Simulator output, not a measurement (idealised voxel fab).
Proc. module: voxel wiring stack
Cross-section cut: width 245 nm, square cells of 5 nm.
Square cells in a grid make up a cross-section in this document, and the grid is given as bands, listed from the top down, each one or more rows of cells. Heads up on the band format: heights come first, top then bottom, in nm. After that it's the materials left to right, each with its width in nm. A single material flagged "all across" fills the whole band edge to edge, and "air" means there's empty space there. We count height from 0. Below that, the starting wafer is all one material. The lowest band never ends at the bottom but goes on down; see "z 0 and below" for how that is written. Note: "30 to 40" means the width goes from the first number (top row of the band) to the second number (bottom row) in equal steps per row of cells. "nothing got changed" (step): cross-section cells unchanged, all of them. Entry "Catalogued sealed voids" = empty spaces >= 8 cells with no open way to the top; each as width x height at distance, distance from left edge, all nm. Anything after a step's settings on that line? It's the simulator's own note about the step. The "overlay nm" setting may appear on a step's line; for a step that uses a mask, it gives how far to the right of its planned position the mask lay, and a negative value indicates the left.
Here's what the planned process steps look like
step 1: RECEIVE: material Si
step 2: CONFORMAL_DEP: material SiO2, thk nm 15
step 3: DIRECTIONAL_DEP: material TiN, thk nm 5
step 4: DIRECTIONAL_DEP: material W, thk nm 20
step 5: DIRECTIONAL_DEP: material aC, thk nm 15
step 6: PATTERN: tone cover, mask id METAL_1, material resist, width nm 20, pitch nm 50, thk nm 35, overlay nm 0
step 7: DIRECTIONAL_ETCH: etch materials aC, depth nm 15
step 8: STRIP: etch materials resist
step 9: DIRECTIONAL_ETCH: etch materials W, depth nm 20
step 10: DIRECTIONAL_ETCH: etch materials TiN, depth nm 5
step 11: STRIP: etch materials aC
step 12: FILL_DEP: material lowk, thk nm 10
step 13: CMP: height nm 40
step 14: CONFORMAL_DEP: material SiCN, thk nm 5
step 15: DIRECTIONAL_DEP: material SiO2, thk nm 15
step 16: MASKED_ETCH: tone open, mask id PLUG_1, width nm 15, etch materials SiO2, depth nm 15, overlay nm 0
step 17: MASKED_ETCH: tone open, mask id PLUG_1, width nm 15, etch materials SiCN, depth nm 5, overlay nm 0
step 18: EPI: material Ru, thk nm 10
step 19: EPI: material Ru, thk nm 10
step 20: DIRECTIONAL_DEP: material TiN, thk nm 5
step 21: DIRECTIONAL_DEP: material Ru, thk nm 20
step 22: MASKED_ETCH: tone cover, mask id METAL_2, width nm 20, pitch nm 50, etch materials Ru, depth nm 20, overlay nm 0
step 23: MASKED_ETCH: tone cover, mask id METAL_2, width nm 20, pitch nm 50, etch materials TiN, depth nm 5, overlay nm 0
step 24: CONFORMAL_DEP: material SiN, thk nm 5
step 25: FILL_DEP: material lowk, thk nm 10
step 26: CMP: height nm 85
step 27: CONFORMAL_DEP: material SiCN, thk nm 5
step 28: DIRECTIONAL_DEP: material lowk, thk nm 10
step 29: DIRECTIONAL_DEP: material aC, thk nm 10
step 30: PATTERN: tone open, mask id PLUG_2, material resist, width nm 15, thk nm 25, overlay nm 0
step 31: DIRECTIONAL_ETCH: etch materials aC, depth nm 10
step 32: STRIP: etch materials resist
step 33: DIRECTIONAL_ETCH: etch materials lowk, depth nm 10
step 34: DIRECTIONAL_ETCH: etch materials SiCN, depth nm 5
step 35: STRIP: etch materials aC
step 36: CONFORMAL_DEP: material TiN, thk nm 5
step 37: FILL_DEP: material Cu, thk nm 5
step 38: CMP: height nm 100
step 39: CONFORMAL_DEP: material SiN, thk nm 5
step 40: DIRECTIONAL_DEP: material SiO2, thk nm 15
step 41: PATTERN: tone open, mask id METAL_3, material resist, width nm 20, pitch nm 50, thk nm 20, overlay nm 0
step 42: DIRECTIONAL_ETCH: etch materials SiO2, depth nm 15
step 43: DIRECTIONAL_ETCH: etch materials SiN, depth nm 5
step 44: STRIP: etch materials resist
step 45: CONFORMAL_DEP: material TiN, thk nm 5
step 46: FILL_DEP: material W, thk nm 5
step 47: CMP: height nm 120
step 48: EPI: material Ru, thk nm 5
step 49: FILL_DEP: material SiCN, thk nm 5
step 50: DIRECTIONAL_DEP: material lowk, thk nm 30
step 51: MASKED_ETCH: tone open, mask id METAL_4_HOLES, width nm 15, pitch nm 50, etch materials lowk, depth nm 30, overlay nm 0
step 52: PATTERN: tone open, mask id METAL_4, material resist, width nm 20, pitch nm 50, thk nm 20, overlay nm 0
step 53: DIRECTIONAL_ETCH: etch materials lowk, depth nm 15
step 54: DIRECTIONAL_ETCH: etch materials SiCN, depth nm 5
step 55: STRIP: etch materials resist
step 56: CONFORMAL_DEP: material TiN, thk nm 5
step 57: FILL_DEP: material Cu, thk nm 5
step 58: CMP: height nm 160
step 59: CONFORMAL_DEP: material SiCN, thk nm 5
Cross-section, incoming material, after step 1
- z 0 and below  Si all across
- Catalogued sealed voids: none
A wafer at the end: this start, this plan, one mistake
- z 165 to 160  SiCN all across
- z 160 to 150  85 of lowk, 5 of TiN, 10 of Cu, 5 of TiN, 30 of lowk, 5 of TiN, 10 of Cu, 5 of TiN, 90 of lowk
- z 150 to 145  85 of lowk, 5 of TiN, 5 of Cu, 10 of TiN, 30 of lowk, 5 of TiN, 5 of Cu, 10 of TiN, 90 of lowk
- z 145 to 130  85 of lowk, 5 of TiN, 5 of Cu, 5 of TiN, 35 of lowk, 5 of TiN, 5 of Cu, 5 of TiN, 95 of lowk
- z 130 to 125  85 of SiCN, 15 of TiN, 35 of SiCN, 15 of TiN, 95 of SiCN
- z 125 to 120  80 of SiCN, 30 of Ru, 20 of SiCN, 30 of Ru, 85 of SiCN
- z 120 to 105  85 of SiO2, 5 of TiN, 10 of W, 5 of TiN, 30 of SiO2, 5 of TiN, 10 of W, 5 of TiN, 90 of SiO2
- z 105 to 100  85 of SiN, 20 of TiN, 30 of SiN, 20 of TiN, 90 of SiN
- z 100 to 90  85 of lowk, 5 of TiN, 5 of Cu, 5 of TiN, 145 of lowk
- z 90 to 85  85 of SiCN, 15 of TiN, 145 of SiCN
- z 85 to 70  85 of Ru, 5 of SiN, 10 of lowk, 5 of SiN, 30 of Ru, 5 of SiN, 10 of lowk, 5 of SiN, 90 of Ru
- z 70 to 65  85 of Ru, 20 of SiN, 30 of Ru, 20 of SiN, 90 of Ru
- z 65 to 60  TiN all across
- z 60 to 45  85 of SiO2, 15 of Ru, 145 of SiO2
- z 45 to 40  85 of SiCN, 15 of Ru, 145 of SiCN
- z 40 to 20  85 of lowk, 20 of W, 30 of lowk, 20 of W, 90 of lowk
- z 20 to 15  85 of lowk, 20 of TiN, 30 of lowk, 20 of TiN, 90 of lowk
- z 15 to 0  SiO2 all across
- z 0 and below  Si all across
- Catalogued sealed voids: none
Short version of what went wrong: step 22 did not happen as planned, as run it was MASKED_ETCH: tone open, mask id METAL_2, width nm 20, pitch nm 50, etch materials Ru, depth nm 20, overlay nm 0
